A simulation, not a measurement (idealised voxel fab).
Title: Process Module voxel ribs on slabs
The cross-section on display is named cut; it measures 175 nm wide, and its cells are 5 nm squares.
When this document writes out a cross-section, it uses a grid of square cells and lists it as bands, beginning at the top and moving down, with a band standing for one or more rows of cells.
A band entry consists of two parts. The first gives the height of the band's top and the height of its bottom, in nm. The rest lists the band's materials from left to right, each with its width in nm. A single material labelled with the word "all across" fills the band from edge to edge, and the word "blank" marks empty space.
Note: height 0 marks the level under which the wafer is uniformly one material as received. Lowest band unbounded below, written "top 0, no bottom".
With a width like "30 to 40", each row of cells in the band differs from the next by the same amount, the top row carrying the first number and the bottom row the second.
Reading "changes: none" for a step: not a cell of the cross-section changed in it.
The label "Entrapped void list" introduces a list of the empty spaces, 8 cells or larger, that have no open way up to the top; each entry in it reads width x height at distance, where the distance is taken from the left edge and all three are stated in nm.
Note: text after step settings on the step line = simulator remark on that step.
overlay nm: step with mask; distance mask lay right of planned place; negative value = left of planned place.
Process steps (planned):
1,RECEIVE [material Si]
2,DIRECTIONAL_DEP [material SiO2] [thk nm 20]
3,DIRECTIONAL_DEP [material SiN] [thk nm 15]
4,MASKED_ETCH [tone cover] [mask id RIB] [width nm 25] [etch materials SiN] [depth nm 5] [overlay nm 0]
5,MASKED_ETCH [tone cover] [mask id SLAB] [width nm 55] [etch materials SiN] [depth nm 10] [overlay nm 0]
6,FILL_DEP [material SiO2] [thk nm 15]
7,CMP [height nm 45]
8,DIRECTIONAL_DEP [material W] [thk nm 10]
9,PATTERN [tone cover] [mask id HEATER] [material resist] [width nm 35] [thk nm 15] [overlay nm 0]
10,DIRECTIONAL_ETCH [etch materials W] [depth nm 10]
11,STRIP [etch materials resist]
12,CONFORMAL_DEP [material SiN] [thk nm 10]
Cross-section of the wafer upon arrival, representing the state reached after step 1:
  top 0, no bottom = Si all across
  Entrapped void list: none
Below is the wafer in cross-section after the module was completed. It began from the starting point shown above and followed the plan shown above, except that one mistake was made while running it:
  top 65, bottom 55 = blank 60 nm, SiN 55 nm, blank 60 nm
  top 55, bottom 45 = SiN 70 nm, W 35 nm, SiN 70 nm
  top 45, bottom 40 = SiO2 60 nm, SiN 55 nm, SiO2 60 nm
  top 40, bottom 0 = SiO2 all across
  top 0, no bottom = Si all across
  Entrapped void list: none
Nonconformance to the process plan: step 2 of the plan was twice carried out
